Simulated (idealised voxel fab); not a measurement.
Process module heading - voxel capacitor over wiring
Pictured: cross-section cut, 240 nm wide, on a grid of 5 nm square cells.
The cross-sections in this document take the form of a grid made of square cells. They are written out as bands, in order from top to bottom. Each band consists of one or more rows of cells. Heads up on the band format: heights come first, top then bottom, in nm. After that it's the materials left to right, each with its width in nm. A single material flagged "throughout" fills the whole band edge to edge, and "air" means there's empty space there. Height 0 is the level under which the wafer as received is all one material. The lowest band goes on downwards, as in "0..down". So if you see something like "30..40" for the width, read it as the top row of the band sitting at the first number and the bottom row at the second, with every row in between moving by the same amount as the last. "all unchanged" after a step means that no cell of the cross-section changed. "Non-vented voids" lists enclosed empty spaces (at least 8 cells, no open path upward to the top), each as width x height at distance from the left edge, in nm. Heads up: the bit after the settings on a step's line is the simulator's remark on that step. The line of a step may include "overlay nm". On a step with a mask, this value is how far to the right of its planned place the mask lay. A negative value means the mask lay to the left.

## The steps planned for the process are as follows
- 1: RECEIVE | material Si
- 2: CONFORMAL_DEP | material SiO2 | thk nm 10
- 3: CONFORMAL_DEP | material SiCN | thk nm 5
- 4: DIRECTIONAL_DEP | material lowk | thk nm 20
- 5: DIRECTIONAL_DEP | material aC | thk nm 10
- 6: PATTERN | tone open | mask id METAL_1 | material resist | width nm 30 | pitch nm 80 | thk nm 30 | overlay nm 0
- 7: DIRECTIONAL_ETCH | etch materials aC | depth nm 10
- 8: STRIP | etch materials resist
- 9: DIRECTIONAL_ETCH | etch materials lowk | depth nm 20
- 10: DIRECTIONAL_ETCH | etch materials SiCN | depth nm 5
- 11: STRIP | etch materials aC
- 12: CONFORMAL_DEP | material TiN | thk nm 5
- 13: FILL_DEP | material Cu | thk nm 5
- 14: CMP | height nm 35
- 15: EPI | material Ru | thk nm 5
- 16: FILL_DEP | material SiCN | thk nm 5
- 17: DIRECTIONAL_DEP | material SiO2 | thk nm 20
- 18: DIRECTIONAL_DEP | material aC | thk nm 15
- 19: PATTERN | tone open | mask id PLUG_1 | material resist | width nm 15 | thk nm 35 | overlay nm -15
- 20: DIRECTIONAL_ETCH | etch materials aC | depth nm 15
- 21: STRIP | etch materials resist
- 22: DIRECTIONAL_ETCH | etch materials SiO2 | depth nm 20
- 23: DIRECTIONAL_ETCH | etch materials SiCN | depth nm 5
- 24: STRIP | etch materials aC
- 25: EPI | material Ru | thk nm 10
- 26: EPI | material Ru | thk nm 10
- 27: EPI | material Ru | thk nm 5
- 28: DIRECTIONAL_DEP | material TiN | thk nm 5
- 29: DIRECTIONAL_DEP | material SiN | thk nm 5
- 30: DIRECTIONAL_DEP | material TiN | thk nm 10
- 31: DIRECTIONAL_DEP | material aC | thk nm 15
- 32: PATTERN | tone cover | mask id UPPER_PLATE | material resist | width nm 55 | thk nm 35 | overlay nm 0
- 33: DIRECTIONAL_ETCH | etch materials aC | depth nm 15
- 34: STRIP | etch materials resist
- 35: DIRECTIONAL_ETCH | etch materials TiN | depth nm 10
- 36: DIRECTIONAL_ETCH | etch materials SiN | depth nm 5
- 37: STRIP | etch materials aC
- 38: MASKED_ETCH | tone cover | mask id LOWER_PLATE | width nm 65 | etch materials TiN | depth nm 5 | overlay nm 0
- 39: FILL_DEP | material SiO2 | thk nm 15
- 40: CMP | height nm 95
- 41: MASKED_ETCH | tone open | mask id PLUG_2 | width nm 15 | etch materials SiO2 | depth nm 10 | overlay nm 0
- 42: CONFORMAL_DEP | material TiN | thk nm 5
- 43: FILL_DEP | material Ru | thk nm 5
- 44: CMP | height nm 95
- 45: CONFORMAL_DEP | material SiN | thk nm 5
Split variable: overlay nm, step 19. Plan value = first wafer. Wafers start alike.

## Cross-sectional view of the first of several wafers in the as-received condition, corresponding to the state following step 1
  0..down = Si throughout
  Non-vented voids: none

## Module finished, last step 45 done: cross-section of the first of several wafers
  100..95 = SiN throughout
  95..90 = SiO2 (90), TiN (5), Ru (5), TiN (5), SiO2 (135)
  90..85 = SiO2 (90), TiN (15), SiO2 (135)
  85..75 = SiO2 (80), TiN (55), SiO2 (105)
  75..70 = SiO2 (80), SiN (55), SiO2 (105)
  70..65 = SiO2 (75), TiN (65), SiO2 (100)
  65..45 = SiO2 (65), Ru (15), SiO2 (160)
  45..40 = SiCN (65), Ru (15), SiCN (160)
  40..35 = SiCN (60), Ru (40), SiCN (40), Ru (40), SiCN (60)
  35..15 = lowk (65), TiN (5), Cu (20), TiN (5), lowk (50), TiN (5), Cu (20), TiN (5), lowk (65)
  15..10 = SiCN (65), TiN (30), SiCN (50), TiN (30), SiCN (65)
  10..0 = SiO2 throughout
  0..down = Si throughout
  Non-vented voids: none

## Sectional view of the last wafer upon completion of the module
  100..95 = SiN throughout
  95..90 = SiO2 (90), TiN (5), Ru (5), TiN (5), SiO2 (135)
  90..85 = SiO2 (90), TiN (15), SiO2 (135)
  85..75 = SiO2 (80), TiN (55), SiO2 (105)
  75..70 = SiO2 (80), SiN (55), SiO2 (105)
  70..65 = SiO2 (75), TiN (65), SiO2 (100)
  65..45 = SiO2 (95), Ru (15), SiO2 (130)
  45..40 = SiCN (95), Ru (15), SiCN (130)
  40..35 = SiCN (60), Ru (40), SiCN (40), Ru (40), SiCN (60)
  35..15 = lowk (65), TiN (5), Cu (20), TiN (5), lowk (50), TiN (5), Cu (20), TiN (5), lowk (65)
  15..10 = SiCN (65), TiN (30), SiCN (50), TiN (30), SiCN (65)
  10..0 = SiO2 throughout
  0..down = Si throughout
  Non-vented voids: none

## Rows = wafers. At module end, each row lists per material the cells gained (+) or lost (-) since the wafer was received, then the closed voids
overlay nm -15, +32 Cu, +32 Ru, +113 SiCN, +59 SiN, +512 SiO2, +68 TiN, +144 lowk, Non-vented voids: none
overlay nm -10, +32 Cu, +32 Ru, +113 SiCN, +59 SiN, +512 SiO2, +68 TiN, +144 lowk, Non-vented voids: none
overlay nm -5, +32 Cu, +32 Ru, +113 SiCN, +59 SiN, +512 SiO2, +68 TiN, +144 lowk, Non-vented voids: none
overlay nm 0, +32 Cu, +32 Ru, +113 SiCN, +59 SiN, +512 SiO2, +68 TiN, +144 lowk, Non-vented voids: none
overlay nm 5, +32 Cu, +32 Ru, +113 SiCN, +59 SiN, +512 SiO2, +68 TiN, +144 lowk, Non-vented voids: none
overlay nm 10, +32 Cu, +32 Ru, +113 SiCN, +59 SiN, +512 SiO2, +68 TiN, +144 lowk, Non-vented voids: none
overlay nm 15, +32 Cu, +32 Ru, +113 SiCN, +59 SiN, +512 SiO2, +68 TiN, +144 lowk, Non-vented voids: none
